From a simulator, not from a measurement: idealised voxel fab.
Process module heading - voxel air gaps
Pictured: cross-section cut, 180 nm wide, on a grid of 5 nm square cells.
A cross-section in this document is a grid of square cells, and it is written down as bands, the top band listed before the ones below it; a band is made up of one or more rows of cells.
Band: top height; bottom height; in nm. Then, left to right: material with width in nm, for each material. "throughout": a single material spanning edge to edge. "blank": empty space.
We count height from 0. Below that, the starting wafer is all one material. The lowest band never ends at the bottom but goes on down; see "0..down" for how that is written.
So if you see something like "30 to 40" for the width, read it as the top row of the band sitting at the first number and the bottom row at the second, with every row in between moving by the same amount as the last.
The cross-section has no changed cell in any step marked "no modification".
Any empty space of 8 cells or more lacking an open way to the top shows up in "Sealed void list" as width x height at distance, distance from the left edge, in nm.
Heads up: the bit after the settings on a step's line is the simulator's remark on that step.
For masked steps, "overlay nm" on the step line gives how far right of plan the mask actually lay; a minus sign means it lay to the left.

### Steps planned for the process
- 1: RECEIVE, material Si
- 2: CONFORMAL_DEP, material SiO2, thk nm 10
- 3: CONFORMAL_DEP, material SiN, thk nm 5
- 4: DIRECTIONAL_DEP, material SiO2, thk nm 40
- 5: MASKED_ETCH, tone open, mask id LINES, width nm 25, pitch nm 55, etch materials SiO2, depth nm 40, overlay nm 0
- 6: CONFORMAL_DEP, material TiN, thk nm 5
- 7: FILL_DEP, material Ru, thk nm 10
- 8: CMP, height nm 55
- 9: EPI, material Ru, thk nm 10
- 10: SELECTIVE_ETCH, etch materials SiO2, depth nm 50
- 11: CONFORMAL_DEP, material SiCN, thk nm 5

### Cross-section of the incoming wafer, state after step 1
	0..down = Si throughout
	Sealed void list: none

### Final cross-section, module run with one mistake (start and plan as above)
	70..65 = SiCN throughout
	65..50 = Ru throughout
	50..45 = TiN 25 nm  Ru 15 nm  TiN 40 nm  Ru 15 nm  TiN 40 nm  Ru 15 nm  TiN 30 nm
	45..10 = SiO2 20 nm  TiN 5 nm  Ru 15 nm  TiN 5 nm  SiO2 30 nm  TiN 5 nm  Ru 15 nm  TiN 5 nm  SiO2 30 nm  TiN 5 nm  Ru 15 nm  TiN 5 nm  SiO2 25 nm
	10..5 = SiO2 20 nm  TiN 25 nm  SiO2 30 nm  TiN 25 nm  SiO2 30 nm  TiN 25 nm  SiO2 25 nm
	5..0 = SiN throughout
	0..down = Si throughout
	Sealed void list: none
Against the plan, the run slipped here: step 2 of the plan was excluded from execution and never run
